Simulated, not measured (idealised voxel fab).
Title: Process Module voxel capacitor over wiring
The figure presents cross-section cut, which has a width of 215 nm and is divided into square cells with an edge length of 5 nm.
Heads up, the way a cross-section reads in here is a grid of square cells, handed over as bands from the top down, with every band being one or more rows of cells. For a band, the entry starts with two heights in nm, that of the top and then that of the bottom, and carries on with the band's materials in order from left to right, each alongside its width in nm; the word "full width" beside a single material means it fills the band edge to edge, and "blank" means empty space. All heights in this document are referenced to 0, defined as the level beneath which the wafer, as received, consists entirely of one material. The lowest band is not bounded below; it extends indefinitely downward and is written in the form "0 down". A width such as "30..40" changes by the same amount from each row of cells to the next, from the band's top row to its bottom row. "nothing got changed" means the step left every cell of the cross-section as it was. The label "Sealed voids" introduces a list of the empty spaces, 8 cells or larger, that have no open way up to the top; each entry in it reads width x height at distance, where the distance is taken from the left edge and all three are stated in nm. It should be noted that, on the line of a given step, the content following the step's settings is a remark produced by the simulator itself with respect to that step. The line of a step may include "overlay nm". On a step with a mask, this value is how far to the right of its planned place the mask lay. A negative value means the mask lay to the left.

THE PLANNED PROCESS STEPS ARE ENUMERATED HEREUNDER
1. RECEIVE (material Si)
2. CONFORMAL_DEP (material SiO2; thk nm 15)
3. DIRECTIONAL_DEP (material TiN; thk nm 5)
4. DIRECTIONAL_DEP (material W; thk nm 15)
5. DIRECTIONAL_DEP (material aC; thk nm 15)
6. PATTERN (tone cover; mask id METAL_1; material resist; width nm 20; pitch nm 70; thk nm 35; overlay nm 0)
7. DIRECTIONAL_ETCH (etch materials aC; depth nm 15)
8. STRIP (etch materials resist)
9. DIRECTIONAL_ETCH (etch materials W; depth nm 15)
10. DIRECTIONAL_ETCH (etch materials TiN; depth nm 5)
11. STRIP (etch materials aC)
12. CONFORMAL_DEP (material SiN; thk nm 5)
13. FILL_DEP (material lowk; thk nm 10)
14. CMP (height nm 35)
15. CONFORMAL_DEP (material SiCN; thk nm 5)
16. DIRECTIONAL_DEP (material lowk; thk nm 20)
17. MASKED_ETCH (tone open; mask id PLUG_1; width nm 15; etch materials lowk; depth nm 20; overlay nm 0)
18. MASKED_ETCH (tone open; mask id PLUG_1; width nm 15; etch materials SiCN; depth nm 5; overlay nm 0)
19. CONFORMAL_DEP (material TiN; thk nm 5)
20. FILL_DEP (material Cu; thk nm 10)
21. CMP (height nm 60)
22. DIRECTIONAL_DEP (material TiN; thk nm 10)
23. DIRECTIONAL_DEP (material HfO2; thk nm 5)
24. DIRECTIONAL_DEP (material TiN; thk nm 10)
25. PATTERN (tone cover; mask id UPPER_PLATE; material resist; width nm 55; thk nm 15; overlay nm 0)
26. DIRECTIONAL_ETCH (etch materials TiN; depth nm 10)
27. DIRECTIONAL_ETCH (etch materials HfO2; depth nm 5)
28. STRIP (etch materials resist)
29. PATTERN (tone cover; mask id LOWER_PLATE; material resist; width nm 65; thk nm 20; overlay nm 0)
30. DIRECTIONAL_ETCH (etch materials TiN; depth nm 10)
31. STRIP (etch materials resist)
32. FILL_DEP (material SiO2; thk nm 20)
33. CMP (height nm 100)
34. MASKED_ETCH (tone open; mask id PLUG_2; width nm 15; etch materials SiO2; depth nm 15; overlay nm 0)
35. CONFORMAL_DEP (material TiN; thk nm 5)
36. FILL_DEP (material Cu; thk nm 10)
37. CMP (height nm 100)
38. CONFORMAL_DEP (material SiN; thk nm 5)

DELIVERED WAFER IN CROSS-SECTION: STATE AFTER STEP 1
    0 down = Si full width
    Sealed voids: none

THE FOLLOWING CROSS-SECTION DEPICTS THE WAFER UPON CONCLUSION OF THE MODULE. PROCESSING COMMENCED FROM THE STARTING CONDITION ILLUSTRATED ABOVE AND ADHERED TO THE PLAN ILLUSTRATED ABOVE, SAVE FOR ONE MISTAKE IN EXECUTION
    105 to 100 = SiN full width
    100 to 90 = SiO2 75, TiN 5, Cu 5, TiN 5, SiO2 125
    90 to 85 = SiO2 75, TiN 15, SiO2 125
    85 to 75 = SiO2 65, TiN 55, SiO2 95
    75 to 70 = SiO2 65, HfO2 55, SiO2 95
    70 to 60 = SiO2 60, TiN 65, SiO2 90
    60 to 40 = lowk 65, TiN 5, Cu 5, TiN 5, lowk 135
    40 to 35 = SiCN 65, TiN 15, SiCN 135
    35 to 25 = lowk full width
    25 to 20 = lowk 55, SiN 30, lowk 40, SiN 30, lowk 60
    20 to 5 = lowk 55, SiN 5, W 20, SiN 5, lowk 40, SiN 5, W 20, SiN 5, lowk 60
    5 to 0 = SiN 60, TiN 20, SiN 50, TiN 20, SiN 65
    0 down = Si full width
    Sealed voids: none
Which mistake was made when the wafer was run? step 2 was dropped from the plan's execution and never run
